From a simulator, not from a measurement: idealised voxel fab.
Process module heading - voxel tone inversion
In the cross-section labelled cut, the width is 260 nm and each square cell is 5 nm.
Cross-section format: a grid of square cells, given as bands from top to bottom; each band is one or more rows of cells.
Top height, bottom height, nm. Materials left to right, width each, nm. Single material + "edge to edge" = fills band edge to edge. "air" = empty.
Note: height 0 marks the level under which the wafer is uniformly one material as received. Lowest band unbounded below, written "0 nm and below".
Graded width ("30..40"): value in top row of band = first number; value in bottom row = second number; row-to-row change constant.
"remained unchanged" -> step changed no cross-section cell.
Empty spaces without an open route to the top, at least 8 cells in extent, make up the entry "Entrapped void list"; each is given as width x height at distance, where the distance is measured from the left edge, and all are in nm.
That trailing text on a step's line, after the settings, is the simulator's own remark on the step.
overlay nm: where the mask lay relative to plan, measured to the right, on steps with a mask; negatives go left.
Set out below are the planned steps of the process:
1: RECEIVE: material Si
2: CONFORMAL_DEP: material SiN, thk nm 10
3: DIRECTIONAL_DEP: material aC, thk nm 25
4: PATTERN: tone cover, mask id POSTS, material resist, width nm 25, pitch nm 50, thk nm 30, overlay nm 0
5: DIRECTIONAL_ETCH: etch materials aC, depth nm 25
6: STRIP: etch materials resist
7: FILL_DEP: material SiO2, thk nm 5
8: CMP: height nm 35
9: STRIP: etch materials aC
As-received state of the wafer in cross-section, equivalent to post-step 1:
    0 nm and below | Si edge to edge
    Entrapped void list: none
End-of-module cross-section. Starting structure and process plan as above; one mistake made in running it:
    35 nm to 10 nm | SiN=65 | air=25 | SiN=25 | air=25 | SiN=25 | air=25 | SiN=70
    10 nm to 0 nm | SiN edge to edge
    0 nm and below | Si edge to edge
    Entrapped void list: none
It is concluded that the wafer was processed incorrectly with respect to the plan, in that step 7 was not run as planned; what actually ran was FILL_DEP: material SiN, thk nm 5
